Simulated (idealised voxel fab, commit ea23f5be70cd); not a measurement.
The following is a process module called voxel fin reveal.
cross-section cut | 175 nm wide | cells 5 nm
Format of a cross-section: grid, square cells. Given as bands. Order: top down. Band: one or more rows of cells.
Top, bottom (nm), then materials left to right with widths (nm); lone material tagged "everywhere" fills the whole band edge to edge; "empty" = empty space.
It should be noted that heights are counted from 0, beneath which the wafer as supplied is of one material throughout, and that the lowest band possesses no lower boundary but continues downward, as written in "0 down".
It should be noted that a width expressed as "30->40" varies in equal increments from row to row of cells within the band, taking the value of the first number at the top row and that of the second number at the bottom row.
Given "no change occurred" for a step, no cell of the cross-section differs between before and after that step.
Basically, "Trapped voids" tells you about the enclosed voids: empty spaces with no open way to the top, 8 cells or bigger, each written width x height at distance, where distance is from the left edge, all in nm.
It should be noted that, on the line of a given step, the content following the step's settings is a remark produced by the simulator itself with respect to that step.
When a step includes a mask, the "overlay nm" setting on its line states how far to the right of its planned place that mask lay, and negative values state how far to the left.
**Intended process steps**
- 1: op RECEIVE | material Si
- 2: op CONFORMAL_DEP | material SiN | thk nm 10
- 3: op MASKED_ETCH | tone cover | mask id FINS | width nm 15 | pitch nm 35 | etch materials SiN | depth nm 10 | overlay nm 0
- 4: op MASKED_ETCH | tone cover | mask id FINS | width nm 15 | pitch nm 35 | etch materials Si | depth nm 35 | overlay nm 0
- 5: op OXIDIZE | depth nm 5
- 6: op FILL_DEP | material SiO2 | thk nm 15
- 7: op CMP | height nm 10
- 8: op SELECTIVE_ETCH | etch materials SiO2 | depth nm 30
- 9: op STRIP | etch materials SiN
**Run as planned: first of two wafers**
**As-received state of the wafer in cross-section, equivalent to post-step 1**
- 0 down: Si everywhere
- Trapped voids: none
**Cross-section through the wafer, step 2 finished**
- 10 to 0: SiN everywhere
- Everything below 0 is unchanged.
**Cross-section through the wafer, step 3 finished**
- 10 to 0: empty (60)  SiN (15)  empty (20)  SiN (15)  empty (65)
- Everything below 0 is unchanged.
**Cross-section through the wafer, step 4 finished**
- 10 to 0: empty (60)  SiN (15)  empty (20)  SiN (15)  empty (65)
- 0 to -35: empty (60)  Si (15)  empty (20)  Si (15)  empty (65)
- Everything below -35 is unchanged.
**Cross-section through the wafer, step 5 finished**
- 10 to 0: empty (60)  SiN (15)  empty (20)  SiN (15)  empty (65)
- 0 to -35: empty (60)  SiO2 (5)  Si (5)  SiO2 (5)  empty (20)  SiO2 (5)  Si (5)  SiO2 (5)  empty (65)
- -35 to -40: SiO2 (65)  Si (5)  SiO2 (30)  Si (5)  SiO2 (70)
- Everything below -40 is unchanged.
**Cross-section through the wafer, step 6 finished**
- 25 to 10: SiO2 everywhere
- 10 to 0: SiO2 (60)  SiN (15)  SiO2 (20)  SiN (15)  SiO2 (65)
- 0 to -40: SiO2 (65)  Si (5)  SiO2 (30)  Si (5)  SiO2 (70)
- Everything below -40 is unchanged.
**Cross-section through the wafer, step 7 finished**
- 10 to 0: SiO2 (60)  SiN (15)  SiO2 (20)  SiN (15)  SiO2 (65)
- Everything below 0 is unchanged.
**Cross-section through the wafer, step 8 finished**
- 10 to 0: empty (60)  SiN (15)  empty (20)  SiN (15)  empty (65)
- 0 to -20: empty (65)  Si (5)  empty (30)  Si (5)  empty (70)
- Everything below -20 is unchanged.
**Cross-section through the wafer, step 9 finished**
- 0 to -20: empty (65)  Si (5)  empty (30)  Si (5)  empty (70)
- Everything below -20 is unchanged.
**Wafer two. Same start, same plan, one slip in execution. Same as wafer one through step 8, inclusive**
**X-section, second wafer, when step 9 was due to finish**
- 10 to 0: empty (60)  SiN (15)  empty (20)  SiN (15)  empty (65)
- 0 to -40: empty (65)  Si (5)  empty (30)  Si (5)  empty (70)
- Everything below -40 is unchanged.
The mistake made against the process plan was this: note that step 9 departed from the planned setting and was carried out as op STRIP | etch materials SiO2
Per the end-of-run cell counts, the second wafer holds more or fewer of some materials than the first: SiN +12 | SiO2 -132
